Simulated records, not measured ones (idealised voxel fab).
The following process module bears the name voxel double patterning.
Shown is cross-section cut, with a width of 255 nm and square cells of size 5 nm.
Reading order for cross-sections: top band down to bottom band. Underlying form: a grid of square cells. Band size: one or more rows of cells. Heads up on the band format: heights come first, top then bottom, in nm. After that it's the materials left to right, each with its width in nm. A single material flagged "full width" fills the whole band edge to edge, and "blank" means there's empty space there. Counting heights begins at 0, where everything beneath is, in the wafer as received, one material. The lowest band has no bottom; it goes on downwards, as "0 -> down" shows. With a width like "30..40", each row of cells in the band differs from the next by the same amount, the top row carrying the first number and the bottom row the second. No cell of the cross-section changed in a step that is given as "left unchanged". Listed in "Completely sealed voids": every empty space of 8 or more cells without an open way to the top. Form: width x height at distance, the distance being from the left edge, all in nm. Post-settings text on a step line: simulator's own remark regarding the step. Steps that use a mask can have "overlay nm" on their line. It says how far the mask sat to the right of where it was meant to be. Negative means to the left.

[Intended process steps]
1) RECEIVE, material Si
2) CONFORMAL_DEP, material SiO2, thk nm 5
3) DIRECTIONAL_DEP, material TiN, thk nm 10
4) DIRECTIONAL_DEP, material SiCN, thk nm 5
5) PATTERN, tone open, mask id FIRST, material resist, width nm 15, pitch nm 50, thk nm 15, overlay nm 0
6) DIRECTIONAL_ETCH, etch materials SiCN, depth nm 5
7) STRIP, etch materials resist
8) MASKED_ETCH, tone open, mask id SECOND, width nm 15, etch materials SiCN, depth nm 5, overlay nm 0
9) DIRECTIONAL_ETCH, etch materials TiN, depth nm 10
10) STRIP, etch materials SiCN

[First of two wafers - as planned]

[The cross-section here shows the wafer as received, i.e. in its state after step 1]
	0 -> down = Si full width
	Completely sealed voids: none

[Take a look at the wafer's cross-section after step 2]
	5 -> 0 = SiO2 full width
	Note: structure below 0 unchanged.

[Take a look at the wafer's cross-section after step 3]
	15 -> 5 = TiN full width
	Note: structure below 5 unchanged.

[Take a look at the wafer's cross-section after step 4]
	20 -> 15 = SiCN full width
	Note: structure below 15 unchanged.

[Take a look at the wafer's cross-section after step 5]
	35 -> 20 = resist 95 nm | blank 15 nm | resist 35 nm | blank 15 nm | resist 95 nm
	Note: structure below 20 unchanged.

[Take a look at the wafer's cross-section after step 6]
	35 -> 20 = resist 95 nm | blank 15 nm | resist 35 nm | blank 15 nm | resist 95 nm
	20 -> 15 = SiCN 95 nm | blank 15 nm | SiCN 35 nm | blank 15 nm | SiCN 95 nm
	Note: structure below 15 unchanged.

[Take a look at the wafer's cross-section after step 7]
	20 -> 15 = SiCN 95 nm | blank 15 nm | SiCN 35 nm | blank 15 nm | SiCN 95 nm
	Note: structure below 15 unchanged.

[Take a look at the wafer's cross-section after step 8]
	20 -> 15 = SiCN 95 nm | blank 15 nm | SiCN 10 nm | blank 15 nm | SiCN 10 nm | blank 15 nm | SiCN 95 nm
	Note: structure below 15 unchanged.

[Take a look at the wafer's cross-section after step 9]
	20 -> 15 = SiCN 95 nm | blank 15 nm | SiCN 10 nm | blank 15 nm | SiCN 10 nm | blank 15 nm | SiCN 95 nm
	15 -> 5 = TiN 95 nm | blank 15 nm | TiN 10 nm | blank 15 nm | TiN 10 nm | blank 15 nm | TiN 95 nm
	Note: structure below 5 unchanged.

[Take a look at the wafer's cross-section after step 10]
	15 -> 5 = TiN 95 nm | blank 15 nm | TiN 10 nm | blank 15 nm | TiN 10 nm | blank 15 nm | TiN 95 nm
	Note: structure below 5 unchanged.

[Companion wafer, the second of two: same beginning, same intended sequence, one mistake in carrying it out; through step 1 inclusive it tracks the first exactly]

when step 2 should have ended: left unchanged

[when step 3 should have ended]
	10 -> 0 = TiN full width
	Note: structure below 0 unchanged.

[when step 4 should have ended]
	15 -> 10 = SiCN full width
	Note: structure below 10 unchanged.

[when step 5 should have ended]
	30 -> 15 = resist 95 nm | blank 15 nm | resist 35 nm | blank 15 nm | resist 95 nm
	Note: structure below 15 unchanged.

[when step 6 should have ended]
	30 -> 15 = resist 95 nm | blank 15 nm | resist 35 nm | blank 15 nm | resist 95 nm
	15 -> 10 = SiCN 95 nm | blank 15 nm | SiCN 35 nm | blank 15 nm | SiCN 95 nm
	Note: structure below 10 unchanged.

[when step 7 should have ended]
	15 -> 10 = SiCN 95 nm | blank 15 nm | SiCN 35 nm | blank 15 nm | SiCN 95 nm
	Note: structure below 10 unchanged.

[when step 8 should have ended]
	15 -> 10 = SiCN 95 nm | blank 15 nm | SiCN 10 nm | blank 15 nm | SiCN 10 nm | blank 15 nm | SiCN 95 nm
	Note: structure below 10 unchanged.

[when step 9 should have ended]
	15 -> 10 = SiCN 95 nm | blank 15 nm | SiCN 10 nm | blank 15 nm | SiCN 10 nm | blank 15 nm | SiCN 95 nm
	10 -> 0 = TiN 95 nm | blank 15 nm | TiN 10 nm | blank 15 nm | TiN 10 nm | blank 15 nm | TiN 95 nm
	Note: structure below 0 unchanged.

[when step 10 should have ended]
	10 -> 0 = TiN 95 nm | blank 15 nm | TiN 10 nm | blank 15 nm | TiN 10 nm | blank 15 nm | TiN 95 nm
	Note: structure below 0 unchanged.
What broke from the plan during processing? not run: step 2 of the plan (skipped)
Final comparison by cell count, materials where the second wafer has more or fewer than the first: -51 SiO2
